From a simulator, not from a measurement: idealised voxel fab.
Process module heading - voxel self aligned vias
In the cross-section labelled cut, the width is 145 nm and each square cell is 5 nm.
This document writes a cross-section as a grid whose cells are square, and gives it as bands, listed from the top down; one or more rows of cells form a band. In this notation a band is specified by the heights of its top and bottom, in that order and in nm, after which its materials appear from left to right, each paired with its width in nm. The word "full width" attached to a single material means that material fills the band from edge to edge; the word "blank" stands for empty space. Basically, 0 is our baseline, since under it the wafer straight out of the box is all one material. The bottom band has no lower end and keeps on going down, so it looks like "0 nm and below". When a width is written as two numbers, as in "30->40", the first number is the width in the top row of cells of the band and the second is the width in its bottom row, and the width changes by the same amount from each row to the next. Step note "nothing got changed" = no cross-section cell changed. Heads up: "Closed void table" only lists the empty pockets with no open path to the top that are 8 cells or more, and it writes them as width x height at distance, distance from the left edge, in nm. What comes after the settings on a step's line is commentary from the simulator itself on that step. Steps that use a mask can have "overlay nm" on their line. It says how far the mask sat to the right of where it was meant to be. Negative means to the left.
**List of planned process steps**
step 1: RECEIVE with material Si
step 2: CONFORMAL_DEP with material SiO2, thk nm 10
step 3: CONFORMAL_DEP with material SiCN, thk nm 5
step 4: DIRECTIONAL_DEP with material SiO2, thk nm 20
step 5: MASKED_ETCH with tone open, mask id LINES, width nm 20, pitch nm 45, etch materials SiO2, depth nm 20, overlay nm 0
step 6: CONFORMAL_DEP with material TiN, thk nm 5
step 7: FILL_DEP with material W, thk nm 5
step 8: CMP with height nm 35
step 9: SELECTIVE_ETCH with etch materials W Ru TiN, depth nm 10
step 10: FILL_DEP with material SiN, thk nm 10
step 11: CMP with height nm 35
step 12: DIRECTIONAL_DEP with material SiO2, thk nm 15
step 13: PATTERN with tone open, mask id VIAS, material resist, width nm 30, thk nm 20, overlay nm 0
step 14: DIRECTIONAL_ETCH with etch materials SiO2, depth nm 15
step 15: DIRECTIONAL_ETCH with etch materials SiN, depth nm 10
step 16: STRIP with etch materials resist
step 17: CONFORMAL_DEP with material TiN, thk nm 5
step 18: FILL_DEP with material W, thk nm 5
step 19: CMP with height nm 50
step 20: CONFORMAL_DEP with material SiCN, thk nm 5
**The first of a set of two wafers, run to plan**
**Shown in cross-section is the wafer as received, that is, as it stands after step 1**
0 nm and below | Si full width
Closed void table: none
**Wafer xsec, post step 2**
10 nm to 0 nm | SiO2 full width
At heights below 0, the structure remains unaltered.
**Wafer xsec, post step 3**
15 nm to 10 nm | SiCN full width
At heights below 10, the structure remains unaltered.
**Wafer xsec, post step 4**
35 nm to 15 nm | SiO2 full width
At heights below 15, the structure remains unaltered.
**Wafer xsec, post step 5**
35 nm to 15 nm | 40 nm SiO2; 20 nm blank; 25 nm SiO2; 20 nm blank; 40 nm SiO2
At heights below 15, the structure remains unaltered.
**Wafer xsec, post step 6**
40 nm to 35 nm | 45 nm TiN; 10 nm blank; 35 nm TiN; 10 nm blank; 45 nm TiN
35 nm to 20 nm | 40 nm SiO2; 5 nm TiN; 10 nm blank; 5 nm TiN; 25 nm SiO2; 5 nm TiN; 10 nm blank; 5 nm TiN; 40 nm SiO2
20 nm to 15 nm | 40 nm SiO2; 20 nm TiN; 25 nm SiO2; 20 nm TiN; 40 nm SiO2
At heights below 15, the structure remains unaltered.
**Wafer xsec, post step 7**
45 nm to 40 nm | W full width
40 nm to 35 nm | 45 nm TiN; 10 nm W; 35 nm TiN; 10 nm W; 45 nm TiN
35 nm to 20 nm | 40 nm SiO2; 5 nm TiN; 10 nm W; 5 nm TiN; 25 nm SiO2; 5 nm TiN; 10 nm W; 5 nm TiN; 40 nm SiO2
At heights below 20, the structure remains unaltered.
**Wafer xsec, post step 8**
35 nm to 20 nm | 40 nm SiO2; 5 nm TiN; 10 nm W; 5 nm TiN; 25 nm SiO2; 5 nm TiN; 10 nm W; 5 nm TiN; 40 nm SiO2
At heights below 20, the structure remains unaltered.
**Wafer xsec, post step 9**
35 nm to 25 nm | 40 nm SiO2; 20 nm blank; 25 nm SiO2; 20 nm blank; 40 nm SiO2
At heights below 25, the structure remains unaltered.
**Wafer xsec, post step 10**
45 nm to 35 nm | SiN full width
35 nm to 25 nm | 40 nm SiO2; 20 nm SiN; 25 nm SiO2; 20 nm SiN; 40 nm SiO2
At heights below 25, the structure remains unaltered.
**Wafer xsec, post step 11**
35 nm to 25 nm | 40 nm SiO2; 20 nm SiN; 25 nm SiO2; 20 nm SiN; 40 nm SiO2
At heights below 25, the structure remains unaltered.
**Wafer xsec, post step 12**
50 nm to 35 nm | SiO2 full width
At heights below 35, the structure remains unaltered.
**Wafer xsec, post step 13**
70 nm to 50 nm | 35 nm resist; 30 nm blank; 80 nm resist
At heights below 50, the structure remains unaltered.
**Wafer xsec, post step 14**
70 nm to 50 nm | 35 nm resist; 30 nm blank; 80 nm resist
50 nm to 35 nm | 35 nm SiO2; 30 nm blank; 80 nm SiO2
At heights below 35, the structure remains unaltered.
**Wafer xsec, post step 15**
70 nm to 50 nm | 35 nm resist; 30 nm blank; 80 nm resist
50 nm to 35 nm | 35 nm SiO2; 30 nm blank; 80 nm SiO2
35 nm to 25 nm | 40 nm SiO2; 20 nm blank; 25 nm SiO2; 20 nm SiN; 40 nm SiO2
At heights below 25, the structure remains unaltered.
**Wafer xsec, post step 16**
50 nm to 35 nm | 35 nm SiO2; 30 nm blank; 80 nm SiO2
At heights below 35, the structure remains unaltered.
**Wafer xsec, post step 17**
55 nm to 50 nm | 40 nm TiN; 20 nm blank; 85 nm TiN
50 nm to 40 nm | 35 nm SiO2; 5 nm TiN; 20 nm blank; 5 nm TiN; 80 nm SiO2
40 nm to 35 nm | 35 nm SiO2; 10 nm TiN; 10 nm blank; 10 nm TiN; 80 nm SiO2
35 nm to 30 nm | 40 nm SiO2; 5 nm TiN; 10 nm blank; 5 nm TiN; 25 nm SiO2; 20 nm SiN; 40 nm SiO2
30 nm to 25 nm | 40 nm SiO2; 20 nm TiN; 25 nm SiO2; 20 nm SiN; 40 nm SiO2
At heights below 25, the structure remains unaltered.
**Wafer xsec, post step 18**
60 nm to 55 nm | W full width
55 nm to 50 nm | 40 nm TiN; 20 nm W; 85 nm TiN
50 nm to 40 nm | 35 nm SiO2; 5 nm TiN; 20 nm W; 5 nm TiN; 80 nm SiO2
40 nm to 35 nm | 35 nm SiO2; 10 nm TiN; 10 nm W; 10 nm TiN; 80 nm SiO2
35 nm to 30 nm | 40 nm SiO2; 5 nm TiN; 10 nm W; 5 nm TiN; 25 nm SiO2; 20 nm SiN; 40 nm SiO2
At heights below 30, the structure remains unaltered.
**Wafer xsec, post step 19**
50 nm to 40 nm | 35 nm SiO2; 5 nm TiN; 20 nm W; 5 nm TiN; 80 nm SiO2
At heights below 40, the structure remains unaltered.
**Wafer xsec, post step 20**
55 nm to 50 nm | SiCN full width
At heights below 50, the structure remains unaltered.
**The second wafer was prepared from the same starting point and under the same plan as the first; its processing contained one mistake, and it remains indistinguishable from the first wafer up to and including step 12**
**Cross-section of the second wafer corresponding to the planned conclusion of step 13**
70 nm to 50 nm | 35 nm resist; 35 nm blank; 75 nm resist
At heights below 50, the structure remains unaltered.
**Cross-section of the second wafer corresponding to the planned conclusion of step 14**
70 nm to 50 nm | 35 nm resist; 35 nm blank; 75 nm resist
50 nm to 35 nm | 35 nm SiO2; 35 nm blank; 75 nm SiO2
At heights below 35, the structure remains unaltered.
**Cross-section of the second wafer corresponding to the planned conclusion of step 15**
70 nm to 50 nm | 35 nm resist; 35 nm blank; 75 nm resist
50 nm to 35 nm | 35 nm SiO2; 35 nm blank; 75 nm SiO2
35 nm to 25 nm | 40 nm SiO2; 20 nm blank; 25 nm SiO2; 20 nm SiN; 40 nm SiO2
At heights below 25, the structure remains unaltered.
**Cross-section of the second wafer corresponding to the planned conclusion of step 16**
50 nm to 35 nm | 35 nm SiO2; 35 nm blank; 75 nm SiO2
At heights below 35, the structure remains unaltered.
**Cross-section of the second wafer corresponding to the planned conclusion of step 17**
55 nm to 50 nm | 40 nm TiN; 25 nm blank; 80 nm TiN
50 nm to 40 nm | 35 nm SiO2; 5 nm TiN; 25 nm blank; 5 nm TiN; 75 nm SiO2
40 nm to 35 nm | 35 nm SiO2; 10 nm TiN; 10 nm blank; 15 nm TiN; 75 nm SiO2
35 nm to 30 nm | 40 nm SiO2; 5 nm TiN; 10 nm blank; 5 nm TiN; 25 nm SiO2; 20 nm SiN; 40 nm SiO2
30 nm to 25 nm | 40 nm SiO2; 20 nm TiN; 25 nm SiO2; 20 nm SiN; 40 nm SiO2
At heights below 25, the structure remains unaltered.
**Cross-section of the second wafer corresponding to the planned conclusion of step 18**
60 nm to 55 nm | W full width
55 nm to 50 nm | 40 nm TiN; 25 nm W; 80 nm TiN
50 nm to 40 nm | 35 nm SiO2; 5 nm TiN; 25 nm W; 5 nm TiN; 75 nm SiO2
40 nm to 35 nm | 35 nm SiO2; 10 nm TiN; 10 nm W; 15 nm TiN; 75 nm SiO2
35 nm to 30 nm | 40 nm SiO2; 5 nm TiN; 10 nm W; 5 nm TiN; 25 nm SiO2; 20 nm SiN; 40 nm SiO2
At heights below 30, the structure remains unaltered.
**Cross-section of the second wafer corresponding to the planned conclusion of step 19**
50 nm to 40 nm | 35 nm SiO2; 5 nm TiN; 25 nm W; 5 nm TiN; 75 nm SiO2
At heights below 40, the structure remains unaltered.
**Cross-section of the second wafer corresponding to the planned conclusion of step 20**
55 nm to 50 nm | SiCN full width
At heights below 50, the structure remains unaltered.
What was the processing mistake? it should be noted that step 13 was executed with settings other than those planned, the operation and settings actually applied being PATTERN with tone open, mask id VIAS, material resist, width nm 35, thk nm 20, overlay nm 0
End of process, cell counts, second wafer against first, materials with more or fewer: -3 SiO2 | +1 TiN | +2 W
